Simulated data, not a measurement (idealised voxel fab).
process module | voxel gate over fins
cross-section cut | 210 nm wide | cells 5 nm
A cross-section is a grid of square cells, given in bands from the top down. A band is one or more rows of cells.
Each band's line starts with the height of the band's top and of its bottom, in nm. Then come its materials from left to right, each with its width in nm. One material with "throughout" fills the band from edge to edge. "air" is empty space.
Height 0 is the level under which the wafer as received is all one material. The lowest band goes on downwards, as in "0 down".
A width such as "30 to 40" changes by the same amount from each row of cells to the next, from the band's top row to its bottom row.
"no change" after a step means that no cell of the cross-section changed.
closed voids: empty space of 8 cells or more with no open way to the top, each as width x height at its distance from the left edge, in nm
after a step's settings: what the simulator itself notes on the step
overlay nm, on a step with a mask: how far to the right of its planned place the mask lay; to the left if negative
plan
1 op RECEIVE | material Si
2 op CONFORMAL_DEP | material SiN | thk nm 5
3 op DIRECTIONAL_DEP | material aC | thk nm 10
4 op PATTERN | tone cover | mask id FINS | material resist | width nm 15 | pitch nm 60 | thk nm 25 | overlay nm 0
5 op DIRECTIONAL_ETCH | etch materials aC | depth nm 10
6 op STRIP | etch materials resist
7 op DIRECTIONAL_ETCH | etch materials SiN | depth nm 5
8 op DIRECTIONAL_ETCH | etch materials Si | depth nm 35
9 op STRIP | etch materials aC
10 op FILL_DEP | material SiO2 | thk nm 5
11 op CMP | height nm 5
12 op DIRECTIONAL_DEP | material aC | thk nm 10
13 op PATTERN | tone open | mask id RAIL | material resist | width nm 15 | thk nm 25 | overlay nm 0
14 op DIRECTIONAL_ETCH | etch materials aC | depth nm 10
15 op STRIP | etch materials resist
16 op DIRECTIONAL_ETCH | etch materials SiO2 | depth nm 35
17 op STRIP | etch materials aC
18 op CONFORMAL_DEP | material TiN | thk nm 5
19 op FILL_DEP | material Ru | thk nm 5
20 op CMP | height nm 5
21 op SELECTIVE_ETCH | etch materials W Ru TiN | depth nm 20
22 op FILL_DEP | material SiO2 | thk nm 5
23 op CMP | height nm 5
24 op SELECTIVE_ETCH | etch materials SiO2 | depth nm 15
25 op STRIP | etch materials SiN
26 op CONFORMAL_DEP | material HfO2 | thk nm 5
27 op CONFORMAL_DEP | material TiN | thk nm 5
28 op FILL_DEP | material W | thk nm 10
29 op CMP | height nm 15
30 op CONFORMAL_DEP | material SiN | thk nm 10
as received, after step 1
  0 down: Si throughout
  closed voids: none
a wafer at the end: this start, this plan, one mistake
  25 to 15: SiN throughout
  15 to 10: W throughout
  10 to 5: TiN throughout
  5 to 0: HfO2 70 | TiN 5 | HfO2 55 | TiN 5 | HfO2 75
  0 to -5: Si 65 | HfO2 5 | TiN 5 | HfO2 5 | Si 45 | HfO2 5 | TiN 5 | HfO2 5 | Si 70
  -5 to -10: Si 65 | HfO2 15 | Si 45 | HfO2 15 | Si 70
  -10 to -35: Si 65 | SiO2 15 | Si 45 | SiO2 15 | Si 70
  -35 down: Si throughout
  closed voids: none
what went wrong: step 4 ran as: op PATTERN | tone open | mask id FINS | material resist | width nm 15 | pitch nm 60 | thk nm 25 | overlay nm 0
